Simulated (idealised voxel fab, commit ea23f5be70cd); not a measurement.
Process module in this document: voxel self aligned contacts
FYI the section here is cut, 145 nm wide, cells are 5 nm squares.
A cross-section in this document is a grid of square cells, and it is written down as bands, the top band listed before the ones below it; a band is made up of one or more rows of cells.
For a band, the entry starts with two heights in nm, that of the top and then that of the bottom, and carries on with the band's materials in order from left to right, each alongside its width in nm; the word "full width" beside a single material means it fills the band edge to edge, and "empty" means empty space.
The level at which height equals 0 is the one under which the wafer, as it arrives, is entirely one material. No lower edge exists for the bottom band, which continues downward and is notated as in "0 down".
Quick explanation for "30..40": the width changes in equal steps down the rows of cells, from the first number in the band's top row to the second number in its bottom row.
Key: "stayed the same" - step with no changed cell in the cross-section.
For the entry "Closed void table", the listed items are empty spaces with no open way to the top whose size is 8 cells or more; each item follows the pattern width x height at distance, where distance is from the left edge and all three are in nm.
On a step's line, text after the settings is the simulator commenting on that step.
overlay nm: right-of-plan distance of the mask on a masked step; negative values mean left-of-plan.
This section lists the process steps that were planned:
| 1 | RECEIVE [material Si] |
| 2 | CONFORMAL_DEP [material SiO2] [thk nm 5] |
| 3 | DIRECTIONAL_DEP [material polySi] [thk nm 20] |
| 4 | DIRECTIONAL_DEP [material SiN] [thk nm 25] |
| 5 | PATTERN [tone cover] [mask id GATE] [material resist] [width nm 30] [pitch nm 70] [thk nm 15] [overlay nm 0] |
| 6 | DIRECTIONAL_ETCH [etch materials SiN] [depth nm 25] |
| 7 | DIRECTIONAL_ETCH [etch materials polySi] [depth nm 20] |
| 8 | STRIP [etch materials resist] |
| 9 | CONFORMAL_DEP [material SiN] [thk nm 10] |
| 10 | DIRECTIONAL_ETCH [etch materials SiN] [depth nm 10] |
| 11 | FILL_DEP [material SiO2] [thk nm 15] |
| 12 | CMP [height nm 55] |
| 13 | MASKED_ETCH [tone open] [mask id CONTACT] [width nm 50] [etch materials SiO2] [depth nm 55] [overlay nm 0] |
| 14 | CONFORMAL_DEP [material TiN] [thk nm 5] |
| 15 | FILL_DEP [material W] [thk nm 10] |
| 16 | CMP [height nm 55] |
| 17 | CONFORMAL_DEP [material SiCN] [thk nm 5] |
As-received state of the wafer in cross-section, equivalent to post-step 1:
	0 down: Si full width
	Closed void table: none
End-of-module cross-section of the first of two wafers, processed as planned:
	60 to 55: SiCN full width
	55 to 50: SiO2=45, then TiN=20, then W=10, then TiN=20, then SiO2=50
	50 to 25: SiO2=10, then SiN=50, then TiN=5, then W=10, then TiN=5, then SiN=50, then SiO2=15
	25 to 5: SiO2=10, then SiN=10, then polySi=30, then SiN=10, then TiN=5, then W=10, then TiN=5, then SiN=10, then polySi=30, then SiN=10, then SiO2=15
	5 to 0: SiO2=60, then TiN=20, then SiO2=65
	0 down: Si full width
	Closed void table: none
Wafer two, sectioned after the module: the first wafer's start, the first wafer's plan, and one mistake in how it was run:
	60 to 55: SiCN full width
	55 to 50: SiO2=45, then TiN=20, then W=15, then TiN=15, then SiO2=50
	50 to 25: SiO2=15, then SiN=45, then TiN=5, then W=15, then TiN=5, then SiN=45, then SiO2=15
	25 to 5: SiO2=15, then SiN=10, then polySi=25, then SiN=10, then TiN=5, then W=15, then TiN=5, then SiN=10, then polySi=25, then SiN=10, then SiO2=15
	5 to 0: SiO2=60, then TiN=25, then SiO2=60
	0 down: Si full width
	Closed void table: none
what went wrong: contrary to plan, step 5 was performed as PATTERN [tone cover] [mask id GATE] [material resist] [width nm 25] [pitch nm 70] [thk nm 15] [overlay nm 0]
In the final state, the cell counts of the second wafer exceed or fall short of those of the first for the following materials: SiN: 10 fewer | SiO2: 8 more | W: 10 more | polySi: 8 fewer
